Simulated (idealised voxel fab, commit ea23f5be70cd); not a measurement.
Process module, titled voxel plated lines
Cross-section cut spans 170 nm and uses square cells 5 nm in size.
Format of a cross-section: grid, square cells. Given as bands. Order: top down. Band: one or more rows of cells.
First you get the band's top height and its bottom height, in nm, and then the materials it's made of, left to right, with each width in nm. If you see a single material with "everywhere", that one covers the band edge to edge. "blank" is empty space.
It should be noted that heights are counted from 0, beneath which the wafer as supplied is of one material throughout, and that the lowest band possesses no lower boundary but continues downward, as written in "0 down".
So if you see something like "30->40" for the width, read it as the top row of the band sitting at the first number and the bottom row at the second, with every row in between moving by the same amount as the last.
"nothing changed", as given for a step, is the statement that not any cell of the cross-section underwent a change during that step.
Any empty space of 8 cells or more lacking an open way to the top shows up in "Catalogued sealed voids" as width x height at distance, distance from the left edge, in nm.
Post-settings text on a step line: simulator's own remark regarding the step.
For masked steps, "overlay nm" on the step line gives how far right of plan the mask actually lay; a minus sign means it lay to the left.
# Process steps (planned)
step 1: RECEIVE (material Si)
step 2: CONFORMAL_DEP (material SiN; thk nm 5)
step 3: DIRECTIONAL_DEP (material TiN; thk nm 5)
step 4: PATTERN (tone open; mask id LINES; material resist; width nm 25; pitch nm 40; thk nm 25; overlay nm 0)
step 5: EPI (material Ru; thk nm 5)
step 6: EPI (material Ru; thk nm 5)
step 7: STRIP (etch materials resist)
step 8: DIRECTIONAL_ETCH (etch materials TiN; depth nm 5)
step 9: CONFORMAL_DEP (material SiO2; thk nm 5)
# Step 1 complete: cross-section of the wafer as received
> 0 down: Si everywhere
> Catalogued sealed voids: none
# Wafer cross-section at end of module: start and plan as shown above, one execution error
> 20 to 15: 45 of blank | 35 of SiO2 | 5 of blank | 35 of SiO2 | 50 of blank
> 15 to 10: 45 of blank | 5 of SiO2 | 25 of Ru | 5 of SiO2 | 5 of blank | 5 of SiO2 | 25 of Ru | 5 of SiO2 | 50 of blank
> 10 to 5: 50 of SiO2 | 25 of TiN | 15 of SiO2 | 25 of TiN | 55 of SiO2
> 5 to 0: SiN everywhere
> 0 down: Si everywhere
> Catalogued sealed voids: none
The plan and the run diverged here: one step among 5 and 6 (all identical) missing; cannot tell which
